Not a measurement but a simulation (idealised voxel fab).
process module | voxel capacitor over wiring
cross-section cut | 290 nm wide | cells 5 nm
A cross-section is a grid of square cells, given in bands from the top down. A band is one or more rows of cells.
Each band's line starts with the height of the band's top and of its bottom, in nm. Then come its materials from left to right, each with its width in nm. One material with "throughout" fills the band from edge to edge. "air" is empty space.
Height 0 is the level under which the wafer as received is all one material. The lowest band goes on downwards, as in "0 down".
A width such as "30 to 40" changes by the same amount from each row of cells to the next, from the band's top row to its bottom row.
"no change" after a step means that no cell of the cross-section changed.
closed voids: empty space of 8 cells or more with no open way to the top, each as width x height at its distance from the left edge, in nm
after a step's settings: what the simulator itself notes on the step
overlay nm, on a step with a mask: how far to the right of its planned place the mask lay; to the left if negative
plan
1 op RECEIVE | material Si
2 op CONFORMAL_DEP | material SiO2 | thk nm 10
3 op DIRECTIONAL_DEP | material TiN | thk nm 5
4 op DIRECTIONAL_DEP | material W | thk nm 25
5 op MASKED_ETCH | tone cover | mask id METAL_1 | width nm 20 | pitch nm 90 | etch materials W | depth nm 25 | overlay nm 0
6 op MASKED_ETCH | tone cover | mask id METAL_1 | width nm 20 | pitch nm 90 | etch materials TiN | depth nm 5 | overlay nm 0
7 op FILL_DEP | material SiO2 | thk nm 10
8 op CMP | height nm 40
9 op CONFORMAL_DEP | material SiCN | thk nm 5
10 op DIRECTIONAL_DEP | material SiO2 | thk nm 20
11 op MASKED_ETCH | tone open | mask id PLUG_1 | width nm 15 | etch materials SiO2 | depth nm 20 | overlay nm 0
12 op MASKED_ETCH | tone open | mask id PLUG_1 | width nm 15 | etch materials SiCN | depth nm 5 | overlay nm 0
13 op EPI | material Ru | thk nm 10
14 op EPI | material Ru | thk nm 10
15 op EPI | material Ru | thk nm 5
16 op DIRECTIONAL_DEP | material TiN | thk nm 10
17 op DIRECTIONAL_DEP | material HfO2 | thk nm 5
18 op DIRECTIONAL_DEP | material TiN | thk nm 5
19 op MASKED_ETCH | tone cover | mask id UPPER_PLATE | width nm 75 | etch materials TiN | depth nm 5 | overlay nm 0
20 op MASKED_ETCH | tone cover | mask id UPPER_PLATE | width nm 75 | etch materials HfO2 | depth nm 5 | overlay nm 0
21 op DIRECTIONAL_DEP | material aC | thk nm 15
22 op PATTERN | tone cover | mask id LOWER_PLATE | material resist | width nm 85 | thk nm 30 | overlay nm 0
23 op DIRECTIONAL_ETCH | etch materials aC | depth nm 15
24 op STRIP | etch materials resist
25 op DIRECTIONAL_ETCH | etch materials TiN | depth nm 10
26 op STRIP | etch materials aC
27 op FILL_DEP | material SiO2 | thk nm 15
28 op CMP | height nm 95
29 op DIRECTIONAL_DEP | material aC | thk nm 15
30 op PATTERN | tone open | mask id PLUG_2 | material resist | width nm 15 | thk nm 30 | overlay nm 0
31 op DIRECTIONAL_ETCH | etch materials aC | depth nm 15
32 op STRIP | etch materials resist
33 op DIRECTIONAL_ETCH | etch materials SiO2 | depth nm 10
34 op STRIP | etch materials aC
35 op CONFORMAL_DEP | material TiN | thk nm 5
36 op FILL_DEP | material W | thk nm 5
37 op CMP | height nm 95
38 op CONFORMAL_DEP | material SiCN | thk nm 5
as received, after step 1
  0 down: Si throughout
  closed voids: none
a wafer at the end: this start, this plan, one mistake
  100 to 95: SiCN throughout
  95 to 90: SiO2 105 | TiN 5 | W 5 | TiN 5 | SiO2 170
  90 to 80: SiO2 105 to 95 | TiN 15 to 75 | SiO2 170 to 120
  80 to 75: SiO2 95 | HfO2 75 | SiO2 120
  75 to 65: SiO2 95 | TiN 80 | SiO2 115
  65 to 45: SiO2 95 | Ru 15 | SiO2 180
  45 to 40: SiCN 95 | Ru 15 | SiCN 180
  40 to 15: SiO2 90 | W 20 | SiO2 70 | W 20 | SiO2 90
  15 to 10: SiO2 90 | TiN 20 | SiO2 70 | TiN 20 | SiO2 90
  10 to 0: SiO2 throughout
  0 down: Si throughout
  closed voids: none
what went wrong: step 22 ran as: op PATTERN | tone cover | mask id LOWER_PLATE | material resist | width nm 80 | thk nm 30 | overlay nm 0
